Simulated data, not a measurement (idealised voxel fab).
Process module heading - voxel ribs on slabs
Section cut is 185 nm wide and gridded with 5 nm square cells.
Cross-section format: a grid of square cells, given as bands from top to bottom; each band is one or more rows of cells.
A band entry consists of two parts. The first gives the height of the band's top and the height of its bottom, in nm. The rest lists the band's materials from left to right, each with its width in nm. A single material labelled with the word "edge to edge" fills the band from edge to edge, and the word "air" marks empty space.
It should be noted that heights are counted from 0, beneath which the wafer as supplied is of one material throughout, and that the lowest band possesses no lower boundary but continues downward, as written in "0 down".
Think of "30..40" as a width that walks from the first number to the second as you go down the band, top row to bottom row, taking equal-sized steps from row to row.
"all unchanged" after a step means that no cell of the cross-section changed.
Each empty space that has no open way to the top and spans at least 8 cells appears under "Fully sealed cavities" as width x height at distance, the distance counted from the left edge, all in nm.
If you see something after the settings on a step's line, that's the simulator's own remark about that step.
overlay nm: on a step with a mask, how far right of its planned place the mask lay; negative means left.

# Planned step list for the process
- 1: RECEIVE | material Si
- 2: DIRECTIONAL_DEP | material SiO2 | thk nm 25
- 3: DIRECTIONAL_DEP | material SiN | thk nm 20
- 4: MASKED_ETCH | tone cover | mask id RIB | width nm 25 | etch materials SiN | depth nm 10 | overlay nm 0
- 5: MASKED_ETCH | tone cover | mask id SLAB | width nm 75 | etch materials SiN | depth nm 10 | overlay nm 0
- 6: FILL_DEP | material SiO2 | thk nm 25
- 7: CMP | height nm 60
- 8: DIRECTIONAL_DEP | material TiN | thk nm 10
- 9: MASKED_ETCH | tone cover | mask id HEATER | width nm 35 | etch materials TiN | depth nm 10 | overlay nm 0
- 10: CONFORMAL_DEP | material SiO2 | thk nm 5

# Shown in cross-section is the wafer as received, that is, as it stands after step 1
* 0 down | Si edge to edge
* Fully sealed cavities: none

# Post-module cross-section: identical start and plan to those above, one misstep in execution
* 75 to 70 | air 80, SiO2 45, air 60
* 70 to 65 | air 80, SiO2 5, TiN 35, SiO2 5, air 60
* 65 to 60 | SiO2 85, TiN 35, SiO2 65
* 60 to 45 | SiO2 edge to edge
* 45 to 35 | SiO2 80, SiN 25, SiO2 80
* 35 to 25 | SiO2 55, SiN 75, SiO2 55
* 25 to 0 | SiO2 edge to edge
* 0 down | Si edge to edge
* Fully sealed cavities: none
Finding, execution versus plan: step 9 ran with different settings than intended, the actual operation and settings being MASKED_ETCH | tone cover | mask id HEATER | width nm 35 | etch materials TiN | depth nm 10 | overlay nm 10
